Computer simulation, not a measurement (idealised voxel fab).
process module | voxel quadruple lines
cross-section cut | 245 nm wide | cells 5 nm
A cross-section is a grid of square cells, given in bands from the top down. A band is one or more rows of cells.
Each band's line starts with the height of the band's top and of its bottom, in nm. Then come its materials from left to right, each with its width in nm. One material with "throughout" fills the band from edge to edge. "air" is empty space.
Height 0 is the level under which the wafer as received is all one material. The lowest band goes on downwards, as in "0 down".
A width such as "30 to 40" changes by the same amount from each row of cells to the next, from the band's top row to its bottom row.
"no change" after a step means that no cell of the cross-section changed.
closed voids: empty space of 8 cells or more with no open way to the top, each as width x height at its distance from the left edge, in nm
after a step's settings: what the simulator itself notes on the step
overlay nm, on a step with a mask: how far to the right of its planned place the mask lay; to the left if negative
plan
1 op RECEIVE | material Si
2 op CONFORMAL_DEP | material Al2O3 | thk nm 10
3 op DIRECTIONAL_DEP | material TiN | thk nm 10
4 op DIRECTIONAL_DEP | material polySi | thk nm 15
5 op DIRECTIONAL_DEP | material aC | thk nm 25
6 op PATTERN | tone cover | mask id MANDREL | material resist | width nm 25 | pitch nm 80 | thk nm 35 | overlay nm 0
7 op DIRECTIONAL_ETCH | etch materials aC | depth nm 25
8 op STRIP | etch materials resist
9 op CONFORMAL_DEP | material SiO2 | thk nm 15
10 op DIRECTIONAL_ETCH | etch materials SiO2 | depth nm 15
11 op STRIP | etch materials aC
12 op DIRECTIONAL_ETCH | etch materials polySi | depth nm 15
13 op STRIP | etch materials SiO2
14 op CONFORMAL_DEP | material SiN | thk nm 5
15 op DIRECTIONAL_ETCH | etch materials SiN | depth nm 5
16 op STRIP | etch materials polySi
17 op DIRECTIONAL_ETCH | etch materials TiN | depth nm 10
18 op STRIP | etch materials SiN
first wafer, as planned
as received, after step 1
  0 down: Si throughout
  closed voids: none
after step 2
  10 to 0: Al2O3 throughout
  below 0: unchanged
after step 3
  20 to 10: TiN throughout
  below 10: unchanged
after step 4
  35 to 20: polySi throughout
  below 20: unchanged
after step 5
  60 to 35: aC throughout
  below 35: unchanged
after step 6
  95 to 60: air 70 | resist 25 | air 55 | resist 25 | air 70
  below 60: unchanged
after step 7
  70 to 60: air 70 | resist 25 | air 55 | resist 25 | air 70
  60 to 35: air 70 | aC 25 | air 55 | aC 25 | air 70
  below 35: unchanged
after step 8
  60 to 35: air 70 | aC 25 | air 55 | aC 25 | air 70
  below 35: unchanged
after step 9
  75 to 60: air 55 | SiO2 55 | air 25 | SiO2 55 | air 55
  60 to 50: air 55 | SiO2 15 | aC 25 | SiO2 15 | air 25 | SiO2 15 | aC 25 | SiO2 15 | air 55
  50 to 35: SiO2 70 | aC 25 | SiO2 55 | aC 25 | SiO2 70
  below 35: unchanged
after step 10
  60 to 35: air 55 | SiO2 15 | aC 25 | SiO2 15 | air 25 | SiO2 15 | aC 25 | SiO2 15 | air 55
  below 35: unchanged
after step 11
  60 to 35: air 55 | SiO2 15 | air 25 | SiO2 15 | air 25 | SiO2 15 | air 25 | SiO2 15 | air 55
  below 35: unchanged
after step 12
  60 to 35: air 55 | SiO2 15 | air 25 | SiO2 15 | air 25 | SiO2 15 | air 25 | SiO2 15 | air 55
  35 to 20: air 55 | polySi 15 | air 25 | polySi 15 | air 25 | polySi 15 | air 25 | polySi 15 | air 55
  below 20: unchanged
after step 13
  35 to 20: air 55 | polySi 15 | air 25 | polySi 15 | air 25 | polySi 15 | air 25 | polySi 15 | air 55
  below 20: unchanged
after step 14
  40 to 35: air 50 | SiN 25 | air 15 | SiN 25 | air 15 | SiN 25 | air 15 | SiN 25 | air 50
  35 to 25: air 50 | SiN 5 | polySi 15 | SiN 5 | air 15 | SiN 5 | polySi 15 | SiN 5 | air 15 | SiN 5 | polySi 15 | SiN 5 | air 15 | SiN 5 | polySi 15 | SiN 5 | air 50
  25 to 20: SiN 55 | polySi 15 | SiN 25 | polySi 15 | SiN 25 | polySi 15 | SiN 25 | polySi 15 | SiN 55
  below 20: unchanged
after step 15
  35 to 20: air 50 | SiN 5 | polySi 15 | SiN 5 | air 15 | SiN 5 | polySi 15 | SiN 5 | air 15 | SiN 5 | polySi 15 | SiN 5 | air 15 | SiN 5 | polySi 15 | SiN 5 | air 50
  below 20: unchanged
after step 16
  35 to 20: air 50 | SiN 5 | air 15 | SiN 5 | air 15 | SiN 5 | air 15 | SiN 5 | air 15 | SiN 5 | air 15 | SiN 5 | air 15 | SiN 5 | air 15 | SiN 5 | air 50
  below 20: unchanged
after step 17
  35 to 20: air 50 | SiN 5 | air 15 | SiN 5 | air 15 | SiN 5 | air 15 | SiN 5 | air 15 | SiN 5 | air 15 | SiN 5 | air 15 | SiN 5 | air 15 | SiN 5 | air 50
  20 to 10: air 50 | TiN 5 | air 15 | TiN 5 | air 15 | TiN 5 | air 15 | TiN 5 | air 15 | TiN 5 | air 15 | TiN 5 | air 15 | TiN 5 | air 15 | TiN 5 | air 50
  below 10: unchanged
after step 18
  20 to 10: air 50 | TiN 5 | air 15 | TiN 5 | air 15 | TiN 5 | air 15 | TiN 5 | air 15 | TiN 5 | air 15 | TiN 5 | air 15 | TiN 5 | air 15 | TiN 5 | air 50
  below 10: unchanged
second wafer: like start, like plan, one mistake. Through step 13 it matches the first wafer
when step 14 should have ended
  40 to 35: air 50 | aC 25 | air 15 | aC 25 | air 15 | aC 25 | air 15 | aC 25 | air 50
  35 to 25: air 50 | aC 5 | polySi 15 | aC 5 | air 15 | aC 5 | polySi 15 | aC 5 | air 15 | aC 5 | polySi 15 | aC 5 | air 15 | aC 5 | polySi 15 | aC 5 | air 50
  25 to 20: aC 55 | polySi 15 | aC 25 | polySi 15 | aC 25 | polySi 15 | aC 25 | polySi 15 | aC 55
  below 20: unchanged
when step 15 should have ended: no change
when step 16 should have ended: no change
when step 17 should have ended: no change
when step 18 should have ended: no change
what went wrong: step 14 ran as: op CONFORMAL_DEP | material aC | thk nm 5
at the end the second wafer has, in cells: 82 more of TiN | 73 more of aC | 36 more of polySi
